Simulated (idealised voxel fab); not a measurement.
This section sets out a process module, namely voxel released beams.
cross-section cut | 280 nm wide | cells 5 nm
Think of the cross-section as a grid of square cells. We describe it in bands, top to bottom, and each band covers one or more rows of those cells.
Look at the band entry: it leads with the top's height and the bottom's height in nm. Then it lists the materials left to right, with a width in nm for each. The word "everywhere" on a single material says that material fills the band edge to edge. The word "air" is empty space.
Height 0 is the level under which the wafer as received is all one material. The lowest band goes on downwards, as in "from 0 down".
Note: "30 to 40" means the width goes from the first number (top row of the band) to the second number (bottom row) in equal steps per row of cells.
Where the words "nothing got changed" appear for a step, the cross-section shows no cell changed by that step; every cell remained as before.
The entry "Encapsulated voids" lists the empty spaces that cover at least 8 cells and have no open path to the top. Each is written as width x height at distance, where the distance is measured from the left edge and all three values are in nm.
Read whatever lies past the settings on a step's line as the simulator's own remark about the step.
The "overlay nm" setting may appear on a step's line; for a step that uses a mask, it gives how far to the right of its planned position the mask lay, and a negative value indicates the left.
The following list gives the planned process steps:
1: RECEIVE with material Si
2: CONFORMAL_DEP with material SiN, thk nm 5
3: DIRECTIONAL_DEP with material SiO2, thk nm 15
4: MASKED_ETCH with tone open, mask id ANCHOR, width nm 30, etch materials SiO2, depth nm 15, overlay nm 0
5: CONFORMAL_DEP with material W, thk nm 10
6: DIRECTIONAL_DEP with material aC, thk nm 10
7: PATTERN with tone cover, mask id BEAM, material resist, width nm 85, thk nm 30, overlay nm 0
8: DIRECTIONAL_ETCH with etch materials aC, depth nm 10
9: STRIP with etch materials resist
10: DIRECTIONAL_ETCH with etch materials W, depth nm 10
11: STRIP with etch materials aC
12: STRIP with etch materials SiO2
Split variable: thk nm, step 2. Plan value = first wafer. Wafers start alike.
The as-received cross-section of the first of several wafers corresponds to the state after step 1:
    from 0 down  Si everywhere
    Encapsulated voids: none
Cross-section of the first of several wafers once the module has run through its last step, step 12:
    from 30 to 20  air=95, then W=15, then air=10, then W=60, then air=100
    from 20 to 15  air=100, then W=10, then air=10, then W=10, then air=150
    from 15 to 5  air=100, then W=30, then air=150
    from 5 to 0  SiN everywhere
    from 0 down  Si everywhere
    Encapsulated voids: none
Cross-sectional depiction of the last of several wafers upon completion of the module:
    from 50 to 40  air=95, then W=15, then air=10, then W=60, then air=100
    from 40 to 35  air=100, then W=10, then air=10, then W=10, then air=150
    from 35 to 25  air=100, then W=30, then air=150
    from 25 to 0  SiN everywhere
    from 0 down  Si everywhere
    Encapsulated voids: none
For your reference, the table is organized with a row per wafer; each row reflects the wafer at the end of the module, indicating for each material the cells gained (+) or lost (-) since receipt, and thereafter its closed voids:
thk nm 5 | +56 SiN | +46 W | Encapsulated voids: none
thk nm 10 | +112 SiN | +46 W | Encapsulated voids: none
thk nm 15 | +168 SiN | +46 W | Encapsulated voids: none
thk nm 20 | +224 SiN | +46 W | Encapsulated voids: none
thk nm 25 | +280 SiN | +46 W | Encapsulated voids: none
